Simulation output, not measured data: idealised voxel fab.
process module | voxel ribs on slabs
cross-section cut | 185 nm wide | cells 5 nm
A cross-section is a grid of square cells, given in bands from the top down. A band is one or more rows of cells.
Each band's line starts with the height of the band's top and of its bottom, in nm. Then come its materials from left to right, each with its width in nm. One material with "throughout" fills the band from edge to edge. "air" is empty space.
Height 0 is the level under which the wafer as received is all one material. The lowest band goes on downwards, as in "0 down".
A width such as "30 to 40" changes by the same amount from each row of cells to the next, from the band's top row to its bottom row.
"no change" after a step means that no cell of the cross-section changed.
closed voids: empty space of 8 cells or more with no open way to the top, each as width x height at its distance from the left edge, in nm
after a step's settings: what the simulator itself notes on the step
overlay nm, on a step with a mask: how far to the right of its planned place the mask lay; to the left if negative
plan
1 op RECEIVE | material Si
2 op DIRECTIONAL_DEP | material SiO2 | thk nm 20
3 op DIRECTIONAL_DEP | material polySi | thk nm 25
4 op MASKED_ETCH | tone cover | mask id RIB | width nm 30 | etch materials polySi | depth nm 20 | overlay nm 0
5 op PATTERN | tone cover | mask id SLAB | material resist | width nm 80 | thk nm 20 | overlay nm 0
6 op DIRECTIONAL_ETCH | etch materials polySi | depth nm 5
7 op STRIP | etch materials resist
8 op FILL_DEP | material SiO2 | thk nm 20
9 op CMP | height nm 60
10 op DIRECTIONAL_DEP | material TiN | thk nm 5
11 op MASKED_ETCH | tone cover | mask id HEATER | width nm 40 | etch materials TiN | depth nm 5 | overlay nm 0
12 op CONFORMAL_DEP | material SiN | thk nm 5
as received, after step 1
  0 down: Si throughout
  closed voids: none
a wafer at the end: this start, this plan, one mistake
  70 to 65: air 65 | SiN 50 | air 70
  65 to 60: SiN 70 | TiN 40 | SiN 75
  60 to 50: SiO2 throughout
  50 to 30: SiO2 75 | polySi 30 | SiO2 80
  30 to 25: SiO2 50 | polySi 80 | SiO2 55
  25 to 0: SiO2 throughout
  0 down: Si throughout
  closed voids: none
what went wrong: step 2 ran as: op DIRECTIONAL_DEP | material SiO2 | thk nm 25
